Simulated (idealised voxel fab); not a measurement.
A process module follows: voxel trench capacitor.
Square cells of 5 nm make up the cross-section cut, whose width is 200 nm.
Cross-section spec: square-cell grid; bands listed top down; each band is one or more rows.
Per band: top height and bottom height in nm, followed by the left-to-right materials and their widths in nm; "full width" marks a single material spanning edge to edge, "blank" marks empty space.
It should be noted that heights are counted from 0, beneath which the wafer as supplied is of one material throughout, and that the lowest band possesses no lower boundary but continues downward, as written in "0 nm and below".
A width such as "30..40" changes by the same amount from each row of cells to the next, from the band's top row to its bottom row.
"everything unchanged" (step): cross-section cells unchanged, all of them.
"Sealed internal voids" contains a list of empty spaces, each no smaller than 8 cells and without an open way to the top, written in the form width x height at distance with the distance from the left edge and all three in nm.
It should be noted that, on the line of a given step, the content following the step's settings is a remark produced by the simulator itself with respect to that step.
The setting "overlay nm" may be written on the line of a step. When the step uses a mask, the value reports how far to the right of the planned place the mask lay, and a negative value reports that it lay to the left.
Planned process steps
- 1: op RECEIVE | material Si
- 2: op CONFORMAL_DEP | material SiN | thk nm 10
- 3: op DIRECTIONAL_DEP | material aC | thk nm 10
- 4: op PATTERN | tone open | mask id TRENCH | material resist | width nm 25 | pitch nm 45 | thk nm 30 | overlay nm 0
- 5: op DIRECTIONAL_ETCH | etch materials aC | depth nm 10
- 6: op STRIP | etch materials resist
- 7: op DIRECTIONAL_ETCH | etch materials SiN | depth nm 10
- 8: op DIRECTIONAL_ETCH | etch materials Si | depth nm 35
- 9: op STRIP | etch materials aC
- 10: op CONFORMAL_DEP | material SiO2 | thk nm 5
- 11: op FILL_DEP | material polySi | thk nm 10
- 12: op CMP | height nm 10
First wafer of two (run as planned)
Cross-sectional view of the wafer in its as-received condition, corresponding to the state after step 1
  0 nm and below: Si full width
  Sealed internal voids: none
Sectional view: wafer, after step 2
  10 nm to 0 nm: SiN full width
  Heights below 0 show no change.
Sectional view: wafer, after step 3
  20 nm to 10 nm: aC full width
  Heights below 10 show no change.
Sectional view: wafer, after step 4
  50 nm to 20 nm: resist 20 nm / blank 25 nm / resist 20 nm / blank 25 nm / resist 20 nm / blank 25 nm / resist 20 nm / blank 25 nm / resist 20 nm
  Heights below 20 show no change.
Sectional view: wafer, after step 5
  40 nm to 20 nm: resist 20 nm / blank 25 nm / resist 20 nm / blank 25 nm / resist 20 nm / blank 25 nm / resist 20 nm / blank 25 nm / resist 20 nm
  20 nm to 10 nm: aC 20 nm / blank 25 nm / aC 20 nm / blank 25 nm / aC 20 nm / blank 25 nm / aC 20 nm / blank 25 nm / aC 20 nm
  Heights below 10 show no change.
Sectional view: wafer, after step 6
  20 nm to 10 nm: aC 20 nm / blank 25 nm / aC 20 nm / blank 25 nm / aC 20 nm / blank 25 nm / aC 20 nm / blank 25 nm / aC 20 nm
  Heights below 10 show no change.
Sectional view: wafer, after step 7
  20 nm to 10 nm: aC 20 nm / blank 25 nm / aC 20 nm / blank 25 nm / aC 20 nm / blank 25 nm / aC 20 nm / blank 25 nm / aC 20 nm
  10 nm to 0 nm: SiN 20 nm / blank 25 nm / SiN 20 nm / blank 25 nm / SiN 20 nm / blank 25 nm / SiN 20 nm / blank 25 nm / SiN 20 nm
  Heights below 0 show no change.
Sectional view: wafer, after step 8
  20 nm to 10 nm: aC 20 nm / blank 25 nm / aC 20 nm / blank 25 nm / aC 20 nm / blank 25 nm / aC 20 nm / blank 25 nm / aC 20 nm
  10 nm to 0 nm: SiN 20 nm / blank 25 nm / SiN 20 nm / blank 25 nm / SiN 20 nm / blank 25 nm / SiN 20 nm / blank 25 nm / SiN 20 nm
  0 nm to -35 nm: Si 20 nm / blank 25 nm / Si 20 nm / blank 25 nm / Si 20 nm / blank 25 nm / Si 20 nm / blank 25 nm / Si 20 nm
  Heights below -35 show no change.
Sectional view: wafer, after step 9
  10 nm to 0 nm: SiN 20 nm / blank 25 nm / SiN 20 nm / blank 25 nm / SiN 20 nm / blank 25 nm / SiN 20 nm / blank 25 nm / SiN 20 nm
  Heights below 0 show no change.
Sectional view: wafer, after step 10
  15 nm to 10 nm: SiO2 25 nm / blank 15 nm / SiO2 30 nm / blank 15 nm / SiO2 30 nm / blank 15 nm / SiO2 30 nm / blank 15 nm / SiO2 25 nm
  10 nm to 0 nm: SiN 20 nm / SiO2 5 nm / blank 15 nm / SiO2 5 nm / SiN 20 nm / SiO2 5 nm / blank 15 nm / SiO2 5 nm / SiN 20 nm / SiO2 5 nm / blank 15 nm / SiO2 5 nm / SiN 20 nm / SiO2 5 nm / blank 15 nm / SiO2 5 nm / SiN 20 nm
  0 nm to -30 nm: Si 20 nm / SiO2 5 nm / blank 15 nm / SiO2 5 nm / Si 20 nm / SiO2 5 nm / blank 15 nm / SiO2 5 nm / Si 20 nm / SiO2 5 nm / blank 15 nm / SiO2 5 nm / Si 20 nm / SiO2 5 nm / blank 15 nm / SiO2 5 nm / Si 20 nm
  -30 nm to -35 nm: Si 20 nm / SiO2 25 nm / Si 20 nm / SiO2 25 nm / Si 20 nm / SiO2 25 nm / Si 20 nm / SiO2 25 nm / Si 20 nm
  Heights below -35 show no change.
Sectional view: wafer, after step 11
  25 nm to 15 nm: polySi full width
  15 nm to 10 nm: SiO2 25 nm / polySi 15 nm / SiO2 30 nm / polySi 15 nm / SiO2 30 nm / polySi 15 nm / SiO2 30 nm / polySi 15 nm / SiO2 25 nm
  10 nm to 0 nm: SiN 20 nm / SiO2 5 nm / polySi 15 nm / SiO2 5 nm / SiN 20 nm / SiO2 5 nm / polySi 15 nm / SiO2 5 nm / SiN 20 nm / SiO2 5 nm / polySi 15 nm / SiO2 5 nm / SiN 20 nm / SiO2 5 nm / polySi 15 nm / SiO2 5 nm / SiN 20 nm
  0 nm to -30 nm: Si 20 nm / SiO2 5 nm / polySi 15 nm / SiO2 5 nm / Si 20 nm / SiO2 5 nm / polySi 15 nm / SiO2 5 nm / Si 20 nm / SiO2 5 nm / polySi 15 nm / SiO2 5 nm / Si 20 nm / SiO2 5 nm / polySi 15 nm / SiO2 5 nm / Si 20 nm
  Heights below -30 show no change.
Sectional view: wafer, after step 12
  10 nm to 0 nm: SiN 20 nm / SiO2 5 nm / polySi 15 nm / SiO2 5 nm / SiN 20 nm / SiO2 5 nm / polySi 15 nm / SiO2 5 nm / SiN 20 nm / SiO2 5 nm / polySi 15 nm / SiO2 5 nm / SiN 20 nm / SiO2 5 nm / polySi 15 nm / SiO2 5 nm / SiN 20 nm
  Heights below 0 show no change.
The second wafer: identical to the first at the outset and in its planned sequence, differing only in that one mistake was made during processing; up to and including step 7, its path is the first wafer's path
Look at the second wafer in cross-section at the time step 8 ought to have finished
  20 nm to 10 nm: aC 20 nm / blank 25 nm / aC 20 nm / blank 25 nm / aC 20 nm / blank 25 nm / aC 20 nm / blank 25 nm / aC 20 nm
  10 nm to 0 nm: SiN 20 nm / blank 25 nm / SiN 20 nm / blank 25 nm / SiN 20 nm / blank 25 nm / SiN 20 nm / blank 25 nm / SiN 20 nm
  0 nm to -70 nm: Si 20 nm / blank 25 nm / Si 20 nm / blank 25 nm / Si 20 nm / blank 25 nm / Si 20 nm / blank 25 nm / Si 20 nm
  Heights below -70 show no change.
Look at the second wafer in cross-section at the time step 9 ought to have finished
  10 nm to 0 nm: SiN 20 nm / blank 25 nm / SiN 20 nm / blank 25 nm / SiN 20 nm / blank 25 nm / SiN 20 nm / blank 25 nm / SiN 20 nm
  Heights below 0 show no change.
Look at the second wafer in cross-section at the time step 10 ought to have finished
  15 nm to 10 nm: SiO2 25 nm / blank 15 nm / SiO2 30 nm / blank 15 nm / SiO2 30 nm / blank 15 nm / SiO2 30 nm / blank 15 nm / SiO2 25 nm
  10 nm to 0 nm: SiN 20 nm / SiO2 5 nm / blank 15 nm / SiO2 5 nm / SiN 20 nm / SiO2 5 nm / blank 15 nm / SiO2 5 nm / SiN 20 nm / SiO2 5 nm / blank 15 nm / SiO2 5 nm / SiN 20 nm / SiO2 5 nm / blank 15 nm / SiO2 5 nm / SiN 20 nm
  0 nm to -65 nm: Si 20 nm / SiO2 5 nm / blank 15 nm / SiO2 5 nm / Si 20 nm / SiO2 5 nm / blank 15 nm / SiO2 5 nm / Si 20 nm / SiO2 5 nm / blank 15 nm / SiO2 5 nm / Si 20 nm / SiO2 5 nm / blank 15 nm / SiO2 5 nm / Si 20 nm
  -65 nm to -70 nm: Si 20 nm / SiO2 25 nm / Si 20 nm / SiO2 25 nm / Si 20 nm / SiO2 25 nm / Si 20 nm / SiO2 25 nm / Si 20 nm
  Heights below -70 show no change.
Look at the second wafer in cross-section at the time step 11 ought to have finished
  25 nm to 15 nm: polySi full width
  15 nm to 10 nm: SiO2 25 nm / polySi 15 nm / SiO2 30 nm / polySi 15 nm / SiO2 30 nm / polySi 15 nm / SiO2 30 nm / polySi 15 nm / SiO2 25 nm
  10 nm to 0 nm: SiN 20 nm / SiO2 5 nm / polySi 15 nm / SiO2 5 nm / SiN 20 nm / SiO2 5 nm / polySi 15 nm / SiO2 5 nm / SiN 20 nm / SiO2 5 nm / polySi 15 nm / SiO2 5 nm / SiN 20 nm / SiO2 5 nm / polySi 15 nm / SiO2 5 nm / SiN 20 nm
  0 nm to -65 nm: Si 20 nm / SiO2 5 nm / polySi 15 nm / SiO2 5 nm / Si 20 nm / SiO2 5 nm / polySi 15 nm / SiO2 5 nm / Si 20 nm / SiO2 5 nm / polySi 15 nm / SiO2 5 nm / Si 20 nm / SiO2 5 nm / polySi 15 nm / SiO2 5 nm / Si 20 nm
  Heights below -65 show no change.
Look at the second wafer in cross-section at the time step 12 ought to have finished
  10 nm to 0 nm: SiN 20 nm / SiO2 5 nm / polySi 15 nm / SiO2 5 nm / SiN 20 nm / SiO2 5 nm / polySi 15 nm / SiO2 5 nm / SiN 20 nm / SiO2 5 nm / polySi 15 nm / SiO2 5 nm / SiN 20 nm / SiO2 5 nm / polySi 15 nm / SiO2 5 nm / SiN 20 nm
  Heights below 0 show no change.
Here's what went sideways: step 8 in the plan was executed twice
Upon completion, the second wafer contains, in terms of cells, a greater or smaller amount of certain materials than the first wafer: 140 fewer of Si | 56 more of SiO2 | 84 more of polySi
